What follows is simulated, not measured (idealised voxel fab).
The process module presented herein is designated voxel capacitor over wiring.
This is section cut - it's 260 nm across, gridded in 5 nm square cells.
Cross-section spec: square-cell grid; bands listed top down; each band is one or more rows. In this notation a band is specified by the heights of its top and bottom, in that order and in nm, after which its materials appear from left to right, each paired with its width in nm. The word "everywhere" attached to a single material means that material fills the band from edge to edge; the word "blank" stands for empty space. Below 0: as-received wafer, all one material; heights counted from there. Lowest band: no bottom, goes on down, written "0 down". The expression "30..40" gives the width at the extremes of the band, the first number at its top row of cells and the second at its bottom row, with the width changing by equal amounts from each row to the next in between. Step marked "same as before"? Then no cell in the cross-section changed in it. Voids not open to the top, 8 cells minimum: see "Closed void inventory". Written width x height at distance; distance is from the left edge; nm. The remark found on a step's line after its settings is issued by the simulator itself and pertains to that step. "overlay nm", when on a step's line for a step with a mask, measures how far to the right of its planned place the mask lay; a negative measure means to the left.

-- Listed below are the process steps as planned
1 RECEIVE (material Si)
2 CONFORMAL_DEP (material SiO2; thk nm 10)
3 CONFORMAL_DEP (material SiN; thk nm 5)
4 DIRECTIONAL_DEP (material lowk; thk nm 15)
5 PATTERN (tone open; mask id METAL_1; material resist; width nm 30; pitch nm 90; thk nm 15; overlay nm 0)
6 DIRECTIONAL_ETCH (etch materials lowk; depth nm 15)
7 DIRECTIONAL_ETCH (etch materials SiN; depth nm 5)
8 STRIP (etch materials resist)
9 CONFORMAL_DEP (material TiN; thk nm 5)
10 FILL_DEP (material Cu; thk nm 10)
11 CMP (height nm 30)
12 CONFORMAL_DEP (material SiCN; thk nm 5)
13 DIRECTIONAL_DEP (material SiO2; thk nm 10)
14 MASKED_ETCH (tone open; mask id PLUG_1; width nm 15; etch materials SiO2; depth nm 10; overlay nm 0)
15 MASKED_ETCH (tone open; mask id PLUG_1; width nm 15; etch materials SiCN; depth nm 5; overlay nm 0)
16 EPI (material Ru; thk nm 10)
17 EPI (material Ru; thk nm 5)
18 DIRECTIONAL_DEP (material TiN; thk nm 10)
19 DIRECTIONAL_DEP (material HfO2; thk nm 5)
20 DIRECTIONAL_DEP (material TiN; thk nm 5)
21 PATTERN (tone cover; mask id UPPER_PLATE; material resist; width nm 65; thk nm 15; overlay nm 0)
22 DIRECTIONAL_ETCH (etch materials TiN; depth nm 5)
23 DIRECTIONAL_ETCH (etch materials HfO2; depth nm 5)
24 STRIP (etch materials resist)
25 DIRECTIONAL_DEP (material aC; thk nm 15)
26 PATTERN (tone cover; mask id LOWER_PLATE; material resist; width nm 75; thk nm 35; overlay nm 0)
27 DIRECTIONAL_ETCH (etch materials aC; depth nm 15)
28 STRIP (etch materials resist)
29 DIRECTIONAL_ETCH (etch materials TiN; depth nm 10)
30 STRIP (etch materials aC)
31 FILL_DEP (material SiO2; thk nm 15)
32 CMP (height nm 75)
33 PATTERN (tone open; mask id PLUG_2; material resist; width nm 15; thk nm 15; overlay nm 0)
34 DIRECTIONAL_ETCH (etch materials SiO2; depth nm 10)
35 STRIP (etch materials resist)
36 CONFORMAL_DEP (material TiN; thk nm 5)
37 FILL_DEP (material Cu; thk nm 10)
38 CMP (height nm 75)
39 CONFORMAL_DEP (material SiN; thk nm 5)

-- As-received state of the wafer in cross-section, equivalent to post-step 1
  0 down  Si everywhere
  Closed void inventory: none

-- Wafer at module end, in section. Began as above, planned as above, run with one mistake
  80 to 75  SiN everywhere
  75 to 70  SiO2 (95) / TiN (5) / Cu (5) / TiN (5) / SiO2 (150)
  70 to 60  SiO2 (95..85) / TiN (15..65) / SiO2 (150..110)
  60 to 55  SiO2 (85) / HfO2 (65) / SiO2 (110)
  55 to 45  SiO2 (80) / TiN (75) / SiO2 (105)
  45 to 35  SiO2 (80) / Ru (25) / SiO2 (155)
  35 to 30  SiCN (85) / Ru (15) / SiCN (160)
  30 to 15  lowk (70) / TiN (5) / Cu (20) / TiN (5) / lowk (60) / TiN (5) / Cu (20) / TiN (5) / lowk (70)
  15 to 10  SiN (70) / TiN (30) / SiN (60) / TiN (30) / SiN (70)
  10 to 0  SiO2 everywhere
  0 down  Si everywhere
  Closed void inventory: none
In executing the process, a mistake was made relative to the plan: planned and actual differ for step 14; actual: MASKED_ETCH (tone open; mask id PLUG_1; width nm 25; etch materials SiO2; depth nm 10; overlay nm 0)
